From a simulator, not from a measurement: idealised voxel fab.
process module | voxel wiring stack
We display cut, a cross-section 290 nm in width whose square cells are each 5 nm.
A cross-section is written here as square cells arranged in a grid, and it is given in bands from the top down, each band taking up one or more rows of cells. Band: top height; bottom height; in nm. Then, left to right: material with width in nm, for each material. "everywhere": a single material spanning edge to edge. "air": empty space. Height reference: 0 = level under which incoming wafer is all one material. Lowest band: no bottom, runs on downward, e.g. "z 0 and below". So if you see something like "30 to 40" for the width, read it as the top row of the band sitting at the first number and the bottom row at the second, with every row in between moving by the same amount as the last. Any step labelled "all unchanged" changed none of the cells in the cross-section. Empty spaces without an open route to the top, at least 8 cells in extent, make up the entry "Voids, sealed"; each is given as width x height at distance, where the distance is measured from the left edge, and all are in nm. Note: text after step settings on the step line = simulator remark on that step. overlay nm: right-of-plan distance of the mask on a masked step; negative values mean left-of-plan.

Process steps foreseen in the plan:
| 1 | RECEIVE [material Si] |
| 2 | CONFORMAL_DEP [material SiO2] [thk nm 10] |
| 3 | CONFORMAL_DEP [material SiCN] [thk nm 5] |
| 4 | DIRECTIONAL_DEP [material SiO2] [thk nm 25] |
| 5 | MASKED_ETCH [tone open] [mask id METAL_1] [width nm 20] [pitch nm 45] [etch materials SiO2] [depth nm 25] [overlay nm 0] |
| 6 | MASKED_ETCH [tone open] [mask id METAL_1] [width nm 20] [pitch nm 45] [etch materials SiCN] [depth nm 5] [overlay nm 0] |
| 7 | CONFORMAL_DEP [material TiN] [thk nm 5] |
| 8 | FILL_DEP [material Cu] [thk nm 5] |
| 9 | CMP [height nm 40] |
| 10 | CONFORMAL_DEP [material SiCN] [thk nm 5] |
| 11 | DIRECTIONAL_DEP [material SiO2] [thk nm 30] |
| 12 | MASKED_ETCH [tone open] [mask id METAL_2] [width nm 20] [pitch nm 45] [etch materials SiO2] [depth nm 15] [overlay nm 0] |
| 13 | PATTERN [tone open] [mask id METAL_2_HOLES] [material resist] [width nm 15] [thk nm 15] [overlay nm 0] |
| 14 | DIRECTIONAL_ETCH [etch materials SiO2] [depth nm 15] |
| 15 | DIRECTIONAL_ETCH [etch materials SiCN] [depth nm 5] |
| 16 | STRIP [etch materials resist] |
| 17 | CONFORMAL_DEP [material TiN] [thk nm 5] |
| 18 | FILL_DEP [material Cu] [thk nm 5] |
| 19 | CMP [height nm 75] |
| 20 | CONFORMAL_DEP [material SiCN] [thk nm 5] |
| 21 | DIRECTIONAL_DEP [material lowk] [thk nm 30] |
| 22 | PATTERN [tone open] [mask id METAL_3_HOLES] [material resist] [width nm 15] [pitch nm 45] [thk nm 20] [overlay nm 0] |
| 23 | DIRECTIONAL_ETCH [etch materials lowk] [depth nm 30] |
| 24 | STRIP [etch materials resist] |
| 25 | MASKED_ETCH [tone open] [mask id METAL_3] [width nm 20] [pitch nm 45] [etch materials lowk] [depth nm 15] [overlay nm 0] |
| 26 | MASKED_ETCH [tone open] [mask id METAL_3] [width nm 20] [pitch nm 45] [etch materials SiCN] [depth nm 5] [overlay nm 0] |
| 27 | CONFORMAL_DEP [material TiN] [thk nm 5] |
| 28 | FILL_DEP [material Ru] [thk nm 5] |
| 29 | CMP [height nm 110] |
| 30 | CONFORMAL_DEP [material SiCN] [thk nm 5] |
| 31 | DIRECTIONAL_DEP [material lowk] [thk nm 35] |
| 32 | DIRECTIONAL_DEP [material aC] [thk nm 10] |
| 33 | PATTERN [tone open] [mask id METAL_4_HOLES] [material resist] [width nm 15] [thk nm 25] [overlay nm 0] |
| 34 | DIRECTIONAL_ETCH [etch materials aC] [depth nm 10] |
| 35 | STRIP [etch materials resist] |
| 36 | DIRECTIONAL_ETCH [etch materials lowk] [depth nm 35] |
| 37 | STRIP [etch materials aC] |
| 38 | PATTERN [tone open] [mask id METAL_4] [material resist] [width nm 20] [pitch nm 45] [thk nm 15] [overlay nm 0] |
| 39 | DIRECTIONAL_ETCH [etch materials lowk] [depth nm 20] |
| 40 | DIRECTIONAL_ETCH [etch materials SiCN] [depth nm 5] |
| 41 | STRIP [etch materials resist] |
| 42 | CONFORMAL_DEP [material TiN] [thk nm 5] |
| 43 | FILL_DEP [material Cu] [thk nm 10] |
| 44 | CMP [height nm 150] |
| 45 | CONFORMAL_DEP [material SiN] [thk nm 5] |

as received, after step 1:
    z 0 and below | Si everywhere
    Voids, sealed: none

First of two wafers, end-of-module section, run followed plan:
    z 155 to 150 | SiN everywhere
    z 150 to 135 | lowk 110 nm, TiN 5 nm, Cu 10 nm, TiN 5 nm, lowk 25 nm, TiN 5 nm, Cu 10 nm, TiN 5 nm, lowk 115 nm
    z 135 to 130 | lowk 110 nm, TiN 5 nm, Cu 5 nm, TiN 10 nm, lowk 25 nm, TiN 20 nm, lowk 115 nm
    z 130 to 115 | lowk 110 nm, TiN 5 nm, Cu 5 nm, TiN 5 nm, lowk 165 nm
    z 115 to 110 | SiCN 110 nm, TiN 15 nm, SiCN 165 nm
    z 110 to 100 | lowk 110 nm, TiN 5 nm, Ru 10 nm, TiN 5 nm, lowk 25 nm, TiN 5 nm, Ru 10 nm, TiN 5 nm, lowk 115 nm
    z 100 to 95 | lowk 110 nm, TiN 5 nm, Ru 5 nm, TiN 10 nm, lowk 25 nm, TiN 5 nm, Ru 5 nm, TiN 10 nm, lowk 115 nm
    z 95 to 80 | lowk 110 nm, TiN 5 nm, Ru 5 nm, TiN 5 nm, lowk 30 nm, TiN 5 nm, Ru 5 nm, TiN 5 nm, lowk 120 nm
    z 80 to 75 | SiCN 110 nm, TiN 15 nm, SiCN 30 nm, TiN 15 nm, SiCN 120 nm
    z 75 to 65 | SiO2 110 nm, TiN 5 nm, Cu 10 nm, TiN 5 nm, SiO2 25 nm, TiN 5 nm, Cu 10 nm, TiN 5 nm, SiO2 115 nm
    z 65 to 60 | SiO2 110 nm, TiN 5 nm, Cu 5 nm, TiN 10 nm, SiO2 25 nm, TiN 20 nm, SiO2 115 nm
    z 60 to 45 | SiO2 110 nm, TiN 5 nm, Cu 5 nm, TiN 5 nm, SiO2 165 nm
    z 45 to 40 | SiCN 110 nm, TiN 15 nm, SiCN 165 nm
    z 40 to 15 | SiO2 110 nm, TiN 5 nm, Cu 10 nm, TiN 5 nm, SiO2 25 nm, TiN 5 nm, Cu 10 nm, TiN 5 nm, SiO2 115 nm
    z 15 to 10 | SiCN 110 nm, TiN 20 nm, SiCN 25 nm, TiN 20 nm, SiCN 115 nm
    z 10 to 0 | SiO2 everywhere
    z 0 and below | Si everywhere
    Voids, sealed: none

This is the second of the two wafers, cross-sectioned at the end of the module; it started exactly like the first and was given the same plan, but it was run with one mistake:
    z 155 to 150 | SiN everywhere
    z 150 to 135 | lowk 110 nm, TiN 5 nm, Cu 15 nm, TiN 5 nm, lowk 20 nm, TiN 5 nm, Cu 15 nm, TiN 5 nm, lowk 110 nm
    z 135 to 130 | lowk 110 nm, TiN 5 nm, Cu 5 nm, TiN 15 nm, lowk 20 nm, TiN 25 nm, lowk 110 nm
    z 130 to 115 | lowk 110 nm, TiN 5 nm, Cu 5 nm, TiN 5 nm, lowk 165 nm
    z 115 to 110 | SiCN 110 nm, TiN 15 nm, SiCN 165 nm
    z 110 to 100 | lowk 110 nm, TiN 5 nm, Ru 10 nm, TiN 5 nm, lowk 25 nm, TiN 5 nm, Ru 10 nm, TiN 5 nm, lowk 115 nm
    z 100 to 95 | lowk 110 nm, TiN 5 nm, Ru 5 nm, TiN 10 nm, lowk 25 nm, TiN 5 nm, Ru 5 nm, TiN 10 nm, lowk 115 nm
    z 95 to 80 | lowk 110 nm, TiN 5 nm, Ru 5 nm, TiN 5 nm, lowk 30 nm, TiN 5 nm, Ru 5 nm, TiN 5 nm, lowk 120 nm
    z 80 to 75 | SiCN 110 nm, TiN 15 nm, SiCN 30 nm, TiN 15 nm, SiCN 120 nm
    z 75 to 65 | SiO2 110 nm, TiN 5 nm, Cu 10 nm, TiN 5 nm, SiO2 25 nm, TiN 5 nm, Cu 10 nm, TiN 5 nm, SiO2 115 nm
    z 65 to 60 | SiO2 110 nm, TiN 5 nm, Cu 5 nm, TiN 10 nm, SiO2 25 nm, TiN 20 nm, SiO2 115 nm
    z 60 to 45 | SiO2 110 nm, TiN 5 nm, Cu 5 nm, TiN 5 nm, SiO2 165 nm
    z 45 to 40 | SiCN 110 nm, TiN 15 nm, SiCN 165 nm
    z 40 to 15 | SiO2 110 nm, TiN 5 nm, Cu 10 nm, TiN 5 nm, SiO2 25 nm, TiN 5 nm, Cu 10 nm, TiN 5 nm, SiO2 115 nm
    z 15 to 10 | SiCN 110 nm, TiN 20 nm, SiCN 25 nm, TiN 20 nm, SiCN 115 nm
    z 10 to 0 | SiO2 everywhere
    z 0 and below | Si everywhere
    Voids, sealed: none
What was done differently from what was planned? step 38 ran differently from the plan; actual operation with settings: PATTERN [tone open] [mask id METAL_4] [material resist] [width nm 25] [pitch nm 45] [thk nm 15] [overlay nm 0]
at the end the second wafer has, in cells: 6 more of Cu, 2 more of TiN, 8 fewer of lowk
